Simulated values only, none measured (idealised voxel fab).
This section sets out a process module, namely voxel capacitor over wiring.
300 nm wide, 5 nm square cells: that's cross-section cut.
Think of the cross-section as a grid of square cells. We describe it in bands, top to bottom, and each band covers one or more rows of those cells. Within each band entry, the heights of the top and of the bottom of the band appear first, in that order and in nm; the materials of the band then follow from left to right, each with its corresponding width in nm. The designation "throughout" on a single material indicates that it fills the band from edge to edge; the designation "empty" indicates empty space. For the purposes of this specification, 0 denotes the height below which the wafer in its as-received condition is composed wholly of one material, and the lowermost band, lacking a lower limit, extends downward without end, as expressed in "0 and below". A width given as "30 to 40" starts at the first number in the band's top row and ends at the second number in its bottom row, shifting by an equal amount at every step from row to row. "everything unchanged" means the step left every cell of the cross-section as it was. "Sealed void list" enumerates empty spaces isolated from the top, with no open way to it, that contain at least 8 cells, giving each as width x height at distance from the left edge, all three in nm. Anything after a step's settings on that line? It's the simulator's own note about the step. "overlay nm" denotes, for a step that has a mask, the displacement of the mask to the right of its planned place, with negative values corresponding to the left.

Planned step list for the process:
step 1: RECEIVE,material Si
step 2: CONFORMAL_DEP,material SiO2,thk nm 15
step 3: DIRECTIONAL_DEP,material TiN,thk nm 5
step 4: DIRECTIONAL_DEP,material Ru,thk nm 15
step 5: DIRECTIONAL_DEP,material aC,thk nm 10
step 6: PATTERN,tone cover,mask id METAL_1,material resist,width nm 25,pitch nm 80,thk nm 25,overlay nm 0
step 7: DIRECTIONAL_ETCH,etch materials aC,depth nm 10
step 8: STRIP,etch materials resist
step 9: DIRECTIONAL_ETCH,etch materials Ru,depth nm 15
step 10: DIRECTIONAL_ETCH,etch materials TiN,depth nm 5
step 11: STRIP,etch materials aC
step 12: FILL_DEP,material SiO2,thk nm 10
step 13: CMP,height nm 35
step 14: CONFORMAL_DEP,material SiCN,thk nm 5
step 15: DIRECTIONAL_DEP,material SiO2,thk nm 20
step 16: MASKED_ETCH,tone open,mask id PLUG_1,width nm 15,etch materials SiO2,depth nm 20,overlay nm 0
step 17: MASKED_ETCH,tone open,mask id PLUG_1,width nm 15,etch materials SiCN,depth nm 5,overlay nm 0
step 18: CONFORMAL_DEP,material TiN,thk nm 5
step 19: FILL_DEP,material Ru,thk nm 5
step 20: CMP,height nm 60
step 21: DIRECTIONAL_DEP,material TiN,thk nm 10
step 22: DIRECTIONAL_DEP,material Al2O3,thk nm 5
step 23: DIRECTIONAL_DEP,material TiN,thk nm 5
step 24: MASKED_ETCH,tone cover,mask id UPPER_PLATE,width nm 60,etch materials TiN,depth nm 5,overlay nm 0
step 25: MASKED_ETCH,tone cover,mask id UPPER_PLATE,width nm 60,etch materials Al2O3,depth nm 5,overlay nm 0
step 26: MASKED_ETCH,tone cover,mask id LOWER_PLATE,width nm 70,etch materials TiN,depth nm 10,overlay nm 0
step 27: FILL_DEP,material SiO2,thk nm 15
step 28: CMP,height nm 90
step 29: DIRECTIONAL_DEP,material aC,thk nm 15
step 30: PATTERN,tone open,mask id PLUG_2,material resist,width nm 15,thk nm 35,overlay nm 0
step 31: DIRECTIONAL_ETCH,etch materials aC,depth nm 15
step 32: STRIP,etch materials resist
step 33: DIRECTIONAL_ETCH,etch materials SiO2,depth nm 10
step 34: STRIP,etch materials aC
step 35: CONFORMAL_DEP,material TiN,thk nm 5
step 36: FILL_DEP,material Ru,thk nm 5
step 37: CMP,height nm 90
step 38: CONFORMAL_DEP,material SiN,thk nm 5

Wafer as received: cross-section following step 1:
- 0 and below = Si throughout
- Sealed void list: none

Post-module cross-section: identical start and plan to those above, one misstep in execution:
- 95 down to 90 = SiN throughout
- 90 down to 85 = SiO2 115 | TiN 5 | Ru 5 | TiN 5 | SiO2 170
- 85 down to 75 = SiO2 115 to 105 | TiN 15 to 60 | SiO2 170 to 135
- 75 down to 70 = SiO2 105 | Al2O3 60 | SiO2 135
- 70 down to 60 = SiO2 100 | TiN 70 | SiO2 130
- 60 down to 40 = SiO2 105 | TiN 5 | Ru 5 | TiN 5 | SiO2 180
- 40 down to 35 = SiCN 105 | TiN 15 | SiCN 180
- 35 down to 20 = Ru 95 | SiO2 25 | Ru 55 | SiO2 25 | Ru 100
- 20 down to 15 = TiN 95 | SiO2 25 | TiN 55 | SiO2 25 | TiN 100
- 15 down to 0 = SiO2 throughout
- 0 and below = Si throughout
- Sealed void list: none
what went wrong: heads up, step 6 didn't go per plan, it actually ran as PATTERN,tone open,mask id METAL_1,material resist,width nm 25,pitch nm 80,thk nm 25,overlay nm 0
